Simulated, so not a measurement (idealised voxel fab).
This section sets out a process module, namely voxel released beams.
In the cross-section labelled cut, the width is 195 nm and each square cell is 5 nm.
Cross-sections here: square-cell grids, written as top-down lists of bands, a band being one or more rows of cells.
Each band's line starts with the height of the band's top and of its bottom, in nm. Then come its materials from left to right, each with its width in nm. One material with "throughout" fills the band from edge to edge. "air" is empty space.
Counting heights begins at 0, where everything beneath is, in the wafer as received, one material. The lowest band has no bottom; it goes on downwards, as "0 -> down" shows.
Graded width ("30..40"): value in top row of band = first number; value in bottom row = second number; row-to-row change constant.
The designation "everything unchanged", where it is given for a processing step, indicates that no cell of the cross-section was altered in the course of that step.
Empty spaces without an open route to the top, at least 8 cells in extent, make up the entry "Sealed void listing"; each is given as width x height at distance, where the distance is measured from the left edge, and all are in nm.
The remark found on a step's line after its settings is issued by the simulator itself and pertains to that step.
"overlay nm", when on a step's line for a step with a mask, measures how far to the right of its planned place the mask lay; a negative measure means to the left.

[Steps planned for the process]
1: RECEIVE | material Si
2: CONFORMAL_DEP | material Al2O3 | thk nm 10
3: DIRECTIONAL_DEP | material SiO2 | thk nm 20
4: MASKED_ETCH | tone open | mask id ANCHOR | width nm 35 | etch materials SiO2 | depth nm 20 | overlay nm 0
5: CONFORMAL_DEP | material SiN | thk nm 15
6: PATTERN | tone cover | mask id BEAM | material resist | width nm 100 | thk nm 15 | overlay nm 0
7: DIRECTIONAL_ETCH | etch materials SiN | depth nm 15
8: STRIP | etch materials resist
9: STRIP | etch materials SiO2

[Shown in cross-section is the wafer as received, that is, as it stands after step 1]
    0 -> down: Si throughout
    Sealed void listing: none

[Cross-section: first of two wafers, module finished, run according to plan]
    45 -> 30: 45 air, 20 SiN, 5 air, 75 SiN, 50 air
    30 -> 25: 50 air, 15 SiN, 5 air, 15 SiN, 110 air
    25 -> 10: 50 air, 35 SiN, 110 air
    10 -> 0: Al2O3 throughout
    0 -> down: Si throughout
    Sealed void listing: none

[Cross-sectional view of the second of two wafers upon completion of the module. This wafer shared its starting condition and process plan with the first; one error was made during its execution]
    45 -> 30: 45 air, 100 SiN, 50 air
    30 -> 20: Al2O3 throughout
    20 -> 0: SiO2 throughout
    0 -> down: Si throughout
    Sealed void listing: none
What was done differently from what was planned? ran 2 and 3 in swapped order versus the plan
Final difference in cells, second wafer against first, listed per material as more or fewer: SiN -24; SiO2 +156
